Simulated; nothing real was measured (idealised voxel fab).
Presented below is a process module, voxel plated lines.
This is section cut - it's 285 nm across, gridded in 5 nm square cells.
Cross-section format: a grid of square cells, given as bands from top to bottom; each band is one or more rows of cells.
Band: top height; bottom height; in nm. Then, left to right: material with width in nm, for each material. "throughout": a single material spanning edge to edge. "air": empty space.
All heights in this document are referenced to 0, defined as the level beneath which the wafer, as received, consists entirely of one material. The lowest band is not bounded below; it extends indefinitely downward and is written in the form "0 nm and below".
The expression "30..40" gives the width at the extremes of the band, the first number at its top row of cells and the second at its bottom row, with the width changing by equal amounts from each row to the next in between.
Where the words "no modifications" appear for a step, the cross-section shows no cell changed by that step; every cell remained as before.
The list in "Internal closed voids" covers empty spaces of 8 cells or more that cannot reach the top through any open way, and it gives each as width x height at distance; the distance is from the left edge, and width, height and distance are in nm.
Post-settings text on a step line: simulator's own remark regarding the step.
When a step includes a mask, the "overlay nm" setting on its line states how far to the right of its planned place that mask lay, and negative values state how far to the left.

### Process steps (planned)
| 1 | RECEIVE | material Si |
| 2 | CONFORMAL_DEP | material SiN | thk nm 10 |
| 3 | DIRECTIONAL_DEP | material TiN | thk nm 5 |
| 4 | PATTERN | tone open | mask id LINES | material resist | width nm 20 | pitch nm 40 | thk nm 15 | overlay nm 0 |
| 5 | EPI | material Ru | thk nm 10 |
| 6 | STRIP | etch materials resist |
| 7 | DIRECTIONAL_ETCH | etch materials TiN | depth nm 5 |
| 8 | CONFORMAL_DEP | material SiN | thk nm 10 |

### The cross-section here shows the wafer as received, i.e. in its state after step 1
0 nm and below: Si throughout
Internal closed voids: none

### The plan above was carried out on the starting structure above with one mistake, and this cross-section shows the wafer at the end of the module
40 nm to 25 nm: 95 of air / 90 of SiN / 100 of air
25 nm to 15 nm: 110 of SiN / 20 of Ru / 20 of SiN / 20 of Ru / 115 of SiN
15 nm to 10 nm: 110 of SiN / 20 of TiN / 20 of SiN / 20 of TiN / 115 of SiN
10 nm to 0 nm: SiN throughout
0 nm and below: Si throughout
Internal closed voids: none
The plan and the run diverged here: step 8 ran differently from the plan; actual operation with settings: CONFORMAL_DEP | material SiN | thk nm 15
